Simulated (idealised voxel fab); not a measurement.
Process module under the name voxel trench capacitor
Shown is cross-section cut, with a width of 230 nm and square cells of size 5 nm.
Throughout this document, each cross-section is represented as a grid of square cells and is presented as a sequence of bands enumerated from the top downward, where a band comprises one or more rows of cells.
What a band's entry tells you: where the top is and where the bottom is, as heights in nm, and after that what lies inside, material by material from left to right, each with its width in nm. Empty space is written as the word "blank", and a single material marked with the word "edge to edge" occupies the band from edge to edge.
Measure heights from 0. That's the level where, below it, the as-received wafer is all one material. The lowest band is bottomless and extends downward; write it as in "0 -> down".
When a width is written as two numbers, as in "30..40", the first number is the width in the top row of cells of the band and the second is the width in its bottom row, and the width changes by the same amount from each row to the next.
"remained the same" -> step changed no cross-section cell.
The entry titled "closed voids" provides the empty spaces that have no open way to the top, restricted to those of 8 cells or more. Each is presented as width x height at distance, the distance being measured from the left edge, with all three in nm.
On a step's line, text after the settings is the simulator commenting on that step.
A step line may carry the setting "overlay nm", which, for steps involving a mask, states the distance by which the mask lay to the right of its intended position; negative values denote displacement to the left.

Process steps - plan:
1) RECEIVE,material Si
2) CONFORMAL_DEP,material SiN,thk nm 5
3) DIRECTIONAL_DEP,material aC,thk nm 10
4) PATTERN,tone open,mask id TRENCH,material resist,width nm 30,pitch nm 55,thk nm 30,overlay nm 0
5) DIRECTIONAL_ETCH,etch materials aC,depth nm 10
6) STRIP,etch materials resist
7) DIRECTIONAL_ETCH,etch materials SiN,depth nm 5
8) DIRECTIONAL_ETCH,etch materials Si,depth nm 30
9) STRIP,etch materials aC
10) CONFORMAL_DEP,material HfO2,thk nm 5
11) CONFORMAL_DEP,material TiN,thk nm 5
12) FILL_DEP,material W,thk nm 5
13) CMP,height nm 5

First of the two wafers, run per plan:

So this is the incoming wafer in cross-section - it's already been through step 1:
> 0 -> down | Si edge to edge
> closed voids: none

Cross-section through the wafer, step 2 finished:
> 5 -> 0 | SiN edge to edge
> Nothing below the height 0 has changed.

Cross-section through the wafer, step 3 finished:
> 15 -> 5 | aC edge to edge
> Nothing below the height 5 has changed.

Cross-section through the wafer, step 4 finished:
> 45 -> 15 | resist 70 nm; blank 30 nm; resist 25 nm; blank 30 nm; resist 75 nm
> Nothing below the height 15 has changed.

Cross-section through the wafer, step 5 finished:
> 35 -> 15 | resist 70 nm; blank 30 nm; resist 25 nm; blank 30 nm; resist 75 nm
> 15 -> 5 | aC 70 nm; blank 30 nm; aC 25 nm; blank 30 nm; aC 75 nm
> Nothing below the height 5 has changed.

Cross-section through the wafer, step 6 finished:
> 15 -> 5 | aC 70 nm; blank 30 nm; aC 25 nm; blank 30 nm; aC 75 nm
> Nothing below the height 5 has changed.

Cross-section through the wafer, step 7 finished:
> 15 -> 5 | aC 70 nm; blank 30 nm; aC 25 nm; blank 30 nm; aC 75 nm
> 5 -> 0 | SiN 70 nm; blank 30 nm; SiN 25 nm; blank 30 nm; SiN 75 nm
> Nothing below the height 0 has changed.

Cross-section through the wafer, step 8 finished:
> 15 -> 5 | aC 70 nm; blank 30 nm; aC 25 nm; blank 30 nm; aC 75 nm
> 5 -> 0 | SiN 70 nm; blank 30 nm; SiN 25 nm; blank 30 nm; SiN 75 nm
> 0 -> -30 | Si 70 nm; blank 30 nm; Si 25 nm; blank 30 nm; Si 75 nm
> Nothing below the height -30 has changed.

Cross-section through the wafer, step 9 finished:
> 5 -> 0 | SiN 70 nm; blank 30 nm; SiN 25 nm; blank 30 nm; SiN 75 nm
> Nothing below the height 0 has changed.

Cross-section through the wafer, step 10 finished:
> 10 -> 5 | HfO2 75 nm; blank 20 nm; HfO2 35 nm; blank 20 nm; HfO2 80 nm
> 5 -> 0 | SiN 70 nm; HfO2 5 nm; blank 20 nm; HfO2 5 nm; SiN 25 nm; HfO2 5 nm; blank 20 nm; HfO2 5 nm; SiN 75 nm
> 0 -> -25 | Si 70 nm; HfO2 5 nm; blank 20 nm; HfO2 5 nm; Si 25 nm; HfO2 5 nm; blank 20 nm; HfO2 5 nm; Si 75 nm
> -25 -> -30 | Si 70 nm; HfO2 30 nm; Si 25 nm; HfO2 30 nm; Si 75 nm
> Nothing below the height -30 has changed.

Cross-section through the wafer, step 11 finished:
> 15 -> 10 | TiN 80 nm; blank 10 nm; TiN 45 nm; blank 10 nm; TiN 85 nm
> 10 -> 5 | HfO2 75 nm; TiN 5 nm; blank 10 nm; TiN 5 nm; HfO2 35 nm; TiN 5 nm; blank 10 nm; TiN 5 nm; HfO2 80 nm
> 5 -> 0 | SiN 70 nm; HfO2 5 nm; TiN 5 nm; blank 10 nm; TiN 5 nm; HfO2 5 nm; SiN 25 nm; HfO2 5 nm; TiN 5 nm; blank 10 nm; TiN 5 nm; HfO2 5 nm; SiN 75 nm
> 0 -> -20 | Si 70 nm; HfO2 5 nm; TiN 5 nm; blank 10 nm; TiN 5 nm; HfO2 5 nm; Si 25 nm; HfO2 5 nm; TiN 5 nm; blank 10 nm; TiN 5 nm; HfO2 5 nm; Si 75 nm
> -20 -> -25 | Si 70 nm; HfO2 5 nm; TiN 20 nm; HfO2 5 nm; Si 25 nm; HfO2 5 nm; TiN 20 nm; HfO2 5 nm; Si 75 nm
> Nothing below the height -25 has changed.

Cross-section through the wafer, step 12 finished:
> 20 -> 15 | W edge to edge
> 15 -> 10 | TiN 80 nm; W 10 nm; TiN 45 nm; W 10 nm; TiN 85 nm
> 10 -> 5 | HfO2 75 nm; TiN 5 nm; W 10 nm; TiN 5 nm; HfO2 35 nm; TiN 5 nm; W 10 nm; TiN 5 nm; HfO2 80 nm
> 5 -> 0 | SiN 70 nm; HfO2 5 nm; TiN 5 nm; W 10 nm; TiN 5 nm; HfO2 5 nm; SiN 25 nm; HfO2 5 nm; TiN 5 nm; W 10 nm; TiN 5 nm; HfO2 5 nm; SiN 75 nm
> 0 -> -20 | Si 70 nm; HfO2 5 nm; TiN 5 nm; W 10 nm; TiN 5 nm; HfO2 5 nm; Si 25 nm; HfO2 5 nm; TiN 5 nm; W 10 nm; TiN 5 nm; HfO2 5 nm; Si 75 nm
> Nothing below the height -20 has changed.

Cross-section through the wafer, step 13 finished:
> 5 -> 0 | SiN 70 nm; HfO2 5 nm; TiN 5 nm; W 10 nm; TiN 5 nm; HfO2 5 nm; SiN 25 nm; HfO2 5 nm; TiN 5 nm; W 10 nm; TiN 5 nm; HfO2 5 nm; SiN 75 nm
> Nothing below the height 0 has changed.

Wafer two. Identical start, identical plan. One mistake in execution. Identical history through step 3:

What the second wafer looks like in cross-section when step 4 should have wrapped up:
> 45 -> 15 | resist 70 nm; blank 35 nm; resist 20 nm; blank 35 nm; resist 70 nm
> Nothing below the height 15 has changed.

What the second wafer looks like in cross-section when step 5 should have wrapped up:
> 35 -> 15 | resist 70 nm; blank 35 nm; resist 20 nm; blank 35 nm; resist 70 nm
> 15 -> 5 | aC 70 nm; blank 35 nm; aC 20 nm; blank 35 nm; aC 70 nm
> Nothing below the height 5 has changed.

What the second wafer looks like in cross-section when step 6 should have wrapped up:
> 15 -> 5 | aC 70 nm; blank 35 nm; aC 20 nm; blank 35 nm; aC 70 nm
> Nothing below the height 5 has changed.

What the second wafer looks like in cross-section when step 7 should have wrapped up:
> 15 -> 5 | aC 70 nm; blank 35 nm; aC 20 nm; blank 35 nm; aC 70 nm
> 5 -> 0 | SiN 70 nm; blank 35 nm; SiN 20 nm; blank 35 nm; SiN 70 nm
> Nothing below the height 0 has changed.

What the second wafer looks like in cross-section when step 8 should have wrapped up:
> 15 -> 5 | aC 70 nm; blank 35 nm; aC 20 nm; blank 35 nm; aC 70 nm
> 5 -> 0 | SiN 70 nm; blank 35 nm; SiN 20 nm; blank 35 nm; SiN 70 nm
> 0 -> -30 | Si 70 nm; blank 35 nm; Si 20 nm; blank 35 nm; Si 70 nm
> Nothing below the height -30 has changed.

What the second wafer looks like in cross-section when step 9 should have wrapped up:
> 5 -> 0 | SiN 70 nm; blank 35 nm; SiN 20 nm; blank 35 nm; SiN 70 nm
> Nothing below the height 0 has changed.

What the second wafer looks like in cross-section when step 10 should have wrapped up:
> 10 -> 5 | HfO2 75 nm; blank 25 nm; HfO2 30 nm; blank 25 nm; HfO2 75 nm
> 5 -> 0 | SiN 70 nm; HfO2 5 nm; blank 25 nm; HfO2 5 nm; SiN 20 nm; HfO2 5 nm; blank 25 nm; HfO2 5 nm; SiN 70 nm
> 0 -> -25 | Si 70 nm; HfO2 5 nm; blank 25 nm; HfO2 5 nm; Si 20 nm; HfO2 5 nm; blank 25 nm; HfO2 5 nm; Si 70 nm
> -25 -> -30 | Si 70 nm; HfO2 35 nm; Si 20 nm; HfO2 35 nm; Si 70 nm
> Nothing below the height -30 has changed.

What the second wafer looks like in cross-section when step 11 should have wrapped up:
> 15 -> 10 | TiN 80 nm; blank 15 nm; TiN 40 nm; blank 15 nm; TiN 80 nm
> 10 -> 5 | HfO2 75 nm; TiN 5 nm; blank 15 nm; TiN 5 nm; HfO2 30 nm; TiN 5 nm; blank 15 nm; TiN 5 nm; HfO2 75 nm
> 5 -> 0 | SiN 70 nm; HfO2 5 nm; TiN 5 nm; blank 15 nm; TiN 5 nm; HfO2 5 nm; SiN 20 nm; HfO2 5 nm; TiN 5 nm; blank 15 nm; TiN 5 nm; HfO2 5 nm; SiN 70 nm
> 0 -> -20 | Si 70 nm; HfO2 5 nm; TiN 5 nm; blank 15 nm; TiN 5 nm; HfO2 5 nm; Si 20 nm; HfO2 5 nm; TiN 5 nm; blank 15 nm; TiN 5 nm; HfO2 5 nm; Si 70 nm
> -20 -> -25 | Si 70 nm; HfO2 5 nm; TiN 25 nm; HfO2 5 nm; Si 20 nm; HfO2 5 nm; TiN 25 nm; HfO2 5 nm; Si 70 nm
> Nothing below the height -25 has changed.

What the second wafer looks like in cross-section when step 12 should have wrapped up:
> 20 -> 15 | W edge to edge
> 15 -> 10 | TiN 80 nm; W 15 nm; TiN 40 nm; W 15 nm; TiN 80 nm
> 10 -> 5 | HfO2 75 nm; TiN 5 nm; W 15 nm; TiN 5 nm; HfO2 30 nm; TiN 5 nm; W 15 nm; TiN 5 nm; HfO2 75 nm
> 5 -> 0 | SiN 70 nm; HfO2 5 nm; TiN 5 nm; W 15 nm; TiN 5 nm; HfO2 5 nm; SiN 20 nm; HfO2 5 nm; TiN 5 nm; W 15 nm; TiN 5 nm; HfO2 5 nm; SiN 70 nm
> 0 -> -20 | Si 70 nm; HfO2 5 nm; TiN 5 nm; W 15 nm; TiN 5 nm; HfO2 5 nm; Si 20 nm; HfO2 5 nm; TiN 5 nm; W 15 nm; TiN 5 nm; HfO2 5 nm; Si 70 nm
> Nothing below the height -20 has changed.

What the second wafer looks like in cross-section when step 13 should have wrapped up:
> 5 -> 0 | SiN 70 nm; HfO2 5 nm; TiN 5 nm; W 15 nm; TiN 5 nm; HfO2 5 nm; SiN 20 nm; HfO2 5 nm; TiN 5 nm; W 15 nm; TiN 5 nm; HfO2 5 nm; SiN 70 nm
> Nothing below the height 0 has changed.
What was done differently from what was planned? for step 4, the planned setting was not used; the step was instead run as PATTERN,tone open,mask id TRENCH,material resist,width nm 35,pitch nm 55,thk nm 30,overlay nm 0
Final tally in cells, some materials are higher or lower on the second wafer than on the first: HfO2 +2 | Si -12 | SiN -2 | TiN +2 | W +10
